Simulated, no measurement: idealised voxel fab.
Process module name: voxel transistor to metal
Section cut is 160 nm wide and gridded with 5 nm square cells.
Cross-section format: a grid of square cells, given as bands from top to bottom; each band is one or more rows of cells.
Read a band's entry like this: the first values are the height of its top and the height of its bottom in nm, and what follows is the sequence of materials from left to right, each with its width in nm. Note that "blank" is empty space, and that a single material marked "edge to edge" reaches across the band from edge to edge.
Beneath 0, the wafer as received is one material, and that level is where height counting begins. The lowest band goes on downward without a bottom; it is written like "top 0, no bottom".
Width "30 to 40": first value at the band's top row of cells, second value at its bottom row, equal change from row to row.
Basically "no modification" means that step didn't change any cell in the cross-section.
Empty spaces counting at least 8 cells and having no open way to the top are listed in "Closed void table". The notation width x height at distance is used for each, the distance being from the left edge and all three values in nm.
If you see something after the settings on a step's line, that's the simulator's own remark about that step.
The setting "overlay nm" may be written on the line of a step. When the step uses a mask, the value reports how far to the right of the planned place the mask lay, and a negative value reports that it lay to the left.
**Process steps foreseen in the plan**
1,RECEIVE,material Si
2,OXIDIZE,depth nm 5
3,CONFORMAL_DEP,material SiN,thk nm 10
4,MASKED_ETCH,tone cover,mask id ACTIVE,width nm 110,etch materials SiN,depth nm 10,overlay nm 0
5,MASKED_ETCH,tone cover,mask id ACTIVE,width nm 110,etch materials SiO2,depth nm 5,overlay nm 0
6,MASKED_ETCH,tone cover,mask id ACTIVE,width nm 110,etch materials Si,depth nm 35,overlay nm 0
7,FILL_DEP,material SiO2,thk nm 15
8,CMP,height nm 10
9,SELECTIVE_ETCH,etch materials SiO2,depth nm 5
10,STRIP,etch materials SiN
11,SELECTIVE_ETCH,etch materials SiO2,depth nm 5
12,OXIDIZE,depth nm 5
13,DIRECTIONAL_DEP,material polySi,thk nm 30
14,DIRECTIONAL_DEP,material SiCN,thk nm 15
15,DIRECTIONAL_DEP,material aC,thk nm 15
16,PATTERN,tone cover,mask id GATE,material resist,width nm 20,thk nm 30,overlay nm 0
17,DIRECTIONAL_ETCH,etch materials aC,depth nm 15
18,STRIP,etch materials resist
19,DIRECTIONAL_ETCH,etch materials SiCN,depth nm 25
20,DIRECTIONAL_ETCH,etch materials polySi,depth nm 40
21,STRIP,etch materials aC
22,CONFORMAL_DEP,material SiO2,thk nm 5
23,DIRECTIONAL_ETCH,etch materials SiO2,depth nm 5
24,CONFORMAL_DEP,material SiN,thk nm 5
25,DIRECTIONAL_ETCH,etch materials SiN,depth nm 5
26,DIRECTIONAL_ETCH,etch materials SiO2,depth nm 5
27,DIRECTIONAL_ETCH,etch materials Si,depth nm 10
28,EPI,material SiGe,thk nm 15
29,FILL_DEP,material SiO2,thk nm 5
30,CMP,height nm 40
31,DIRECTIONAL_DEP,material SiO2,thk nm 10
32,DIRECTIONAL_DEP,material aC,thk nm 10
33,PATTERN,tone open,mask id CONTACT,material resist,width nm 20,pitch nm 70,thk nm 30,overlay nm 0
34,DIRECTIONAL_ETCH,etch materials aC,depth nm 10
35,STRIP,etch materials resist
36,DIRECTIONAL_ETCH,etch materials SiO2,depth nm 45
37,STRIP,etch materials aC
38,CONFORMAL_DEP,material TiN,thk nm 5
39,FILL_DEP,material W,thk nm 10
40,CMP,height nm 50
41,CONFORMAL_DEP,material SiCN,thk nm 5
42,DIRECTIONAL_DEP,material lowk,thk nm 15
43,DIRECTIONAL_DEP,material aC,thk nm 15
44,PATTERN,tone open,mask id METAL_1,material resist,width nm 20,pitch nm 70,thk nm 35,overlay nm 0
45,DIRECTIONAL_ETCH,etch materials aC,depth nm 15
46,STRIP,etch materials resist
47,DIRECTIONAL_ETCH,etch materials lowk,depth nm 15
48,DIRECTIONAL_ETCH,etch materials SiCN,depth nm 5
49,STRIP,etch materials aC
50,CONFORMAL_DEP,material TiN,thk nm 5
51,FILL_DEP,material Cu,thk nm 5
52,CMP,height nm 70
53,CONFORMAL_DEP,material SiCN,thk nm 5
54,DIRECTIONAL_DEP,material SiO2,thk nm 30
55,MASKED_ETCH,tone open,mask id METAL_2,width nm 20,pitch nm 70,etch materials SiO2,depth nm 20,overlay nm 0
56,PATTERN,tone open,mask id METAL_2_HOLES,material resist,width nm 15,pitch nm 70,thk nm 15,overlay nm 0
57,DIRECTIONAL_ETCH,etch materials SiO2,depth nm 10
58,DIRECTIONAL_ETCH,etch materials SiCN,depth nm 5
59,STRIP,etch materials resist
60,CONFORMAL_DEP,material TiN,thk nm 5
61,FILL_DEP,material Cu,thk nm 5
62,CMP,height nm 105
63,CONFORMAL_DEP,material SiN,thk nm 5
**Step 1 complete: cross-section of the wafer as received**
  top 0, no bottom: Si edge to edge
  Closed void table: none
**The cross-section shown corresponds to the wafer at the conclusion of the module. The initial structure and the process plan are those presented above; however, one mistake occurred in executing the plan**
  top 110, bottom 105: aC edge to edge
  top 105, bottom 90: SiO2 35 nm / TiN 5 nm / Cu 10 nm / TiN 5 nm / SiO2 50 nm / TiN 5 nm / Cu 10 nm / TiN 5 nm / SiO2 35 nm
  top 90, bottom 85: SiO2 35 nm / TiN 5 nm / Cu 5 nm / TiN 10 nm / SiO2 50 nm / TiN 5 nm / Cu 5 nm / TiN 10 nm / SiO2 35 nm
  top 85, bottom 75: SiO2 35 nm / TiN 5 nm / Cu 5 nm / TiN 5 nm / SiO2 55 nm / TiN 5 nm / Cu 5 nm / TiN 5 nm / SiO2 40 nm
  top 75, bottom 70: SiCN 35 nm / TiN 15 nm / SiCN 55 nm / TiN 15 nm / SiCN 40 nm
  top 70, bottom 55: lowk 35 nm / TiN 5 nm / Cu 10 nm / TiN 5 nm / lowk 50 nm / TiN 5 nm / Cu 10 nm / TiN 5 nm / lowk 35 nm
  top 55, bottom 50: SiCN 35 nm / TiN 20 nm / SiCN 50 nm / TiN 20 nm / SiCN 35 nm
  top 50, bottom 40: SiO2 35 nm / TiN 5 nm / W 10 nm / TiN 5 nm / SiO2 50 nm / TiN 5 nm / W 10 nm / TiN 5 nm / SiO2 35 nm
  top 40, bottom 25: SiO2 35 nm / TiN 5 nm / W 10 nm / TiN 5 nm / SiO2 5 nm / SiN 5 nm / SiO2 5 nm / SiCN 20 nm / SiO2 5 nm / SiN 5 nm / SiO2 5 nm / TiN 5 nm / W 10 nm / TiN 5 nm / SiO2 35 nm
  top 25, bottom 10: SiO2 35 nm / TiN 5 nm / W 10 nm / TiN 5 nm / SiO2 5 nm / SiN 5 nm / SiO2 5 nm / polySi 20 nm / SiO2 5 nm / SiN 5 nm / SiO2 5 nm / TiN 5 nm / W 10 nm / TiN 5 nm / SiO2 35 nm
  top 10, bottom 5: SiO2 35 nm / TiN 20 nm / SiO2 5 nm / SiN 5 nm / SiO2 5 nm / polySi 20 nm / SiO2 5 nm / SiN 5 nm / SiO2 5 nm / TiN 20 nm / SiO2 35 nm
  top 5, bottom 0: SiO2 25 nm / SiGe 35 nm / SiN 5 nm / SiO2 5 nm / polySi 20 nm / SiO2 5 nm / SiN 5 nm / SiGe 35 nm / SiO2 25 nm
  top 0, bottom -5: SiO2 25 nm / SiN 5 nm / SiGe 30 nm / SiN 5 nm / SiO2 5 nm / polySi 20 nm / SiO2 5 nm / SiN 5 nm / SiGe 30 nm / SiN 5 nm / SiO2 25 nm
  top -5, bottom -10: SiO2 30 nm / SiGe 30 nm / SiO2 40 nm / SiGe 30 nm / SiO2 30 nm
  top -10, bottom -20: SiO2 25 nm / Si 5 nm / SiGe 30 nm / Si 40 nm / SiGe 30 nm / Si 5 nm / SiO2 25 nm
  top -20, bottom -40: SiO2 25 nm / Si 110 nm / SiO2 25 nm
  top -40, no bottom: Si edge to edge
  Closed void table: none
Where did the run depart from the plan? step 63 off recipe, ran as CONFORMAL_DEP,material aC,thk nm 5
